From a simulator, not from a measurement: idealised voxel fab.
process module | voxel double patterning
cross-section cut | 205 nm wide | cells 5 nm
A cross-section is a grid of square cells, given in bands from the top down. A band is one or more rows of cells.
Each band's line starts with the height of the band's top and of its bottom, in nm. Then come its materials from left to right, each with its width in nm. One material with "throughout" fills the band from edge to edge. "air" is empty space.
Height 0 is the level under which the wafer as received is all one material. The lowest band goes on downwards, as in "0 down".
A width such as "30 to 40" changes by the same amount from each row of cells to the next, from the band's top row to its bottom row.
"no change" after a step means that no cell of the cross-section changed.
closed voids: empty space of 8 cells or more with no open way to the top, each as width x height at its distance from the left edge, in nm
after a step's settings: what the simulator itself notes on the step
overlay nm, on a step with a mask: how far to the right of its planned place the mask lay; to the left if negative
plan
1 op RECEIVE | material Si
2 op CONFORMAL_DEP | material SiO2 | thk nm 10
3 op DIRECTIONAL_DEP | material TiN | thk nm 15
4 op DIRECTIONAL_DEP | material SiCN | thk nm 10
5 op MASKED_ETCH | tone open | mask id FIRST | width nm 15 | pitch nm 50 | etch materials SiCN | depth nm 10 | overlay nm 0
6 op MASKED_ETCH | tone open | mask id SECOND | width nm 15 | etch materials SiCN | depth nm 10 | overlay nm 0
7 op DIRECTIONAL_ETCH | etch materials TiN | depth nm 15
8 op STRIP | etch materials SiCN
as received, after step 1
  0 down: Si throughout
  closed voids: none
a wafer at the end: this start, this plan, one mistake
  35 to 25: SiCN 70 | air 15 | SiCN 10 | air 15 | SiCN 10 | air 15 | SiCN 70
  25 to 10: TiN 70 | air 15 | TiN 10 | air 15 | TiN 10 | air 15 | TiN 70
  10 to 0: SiO2 throughout
  0 down: Si throughout
  closed voids: none
what went wrong: step 8 was left out
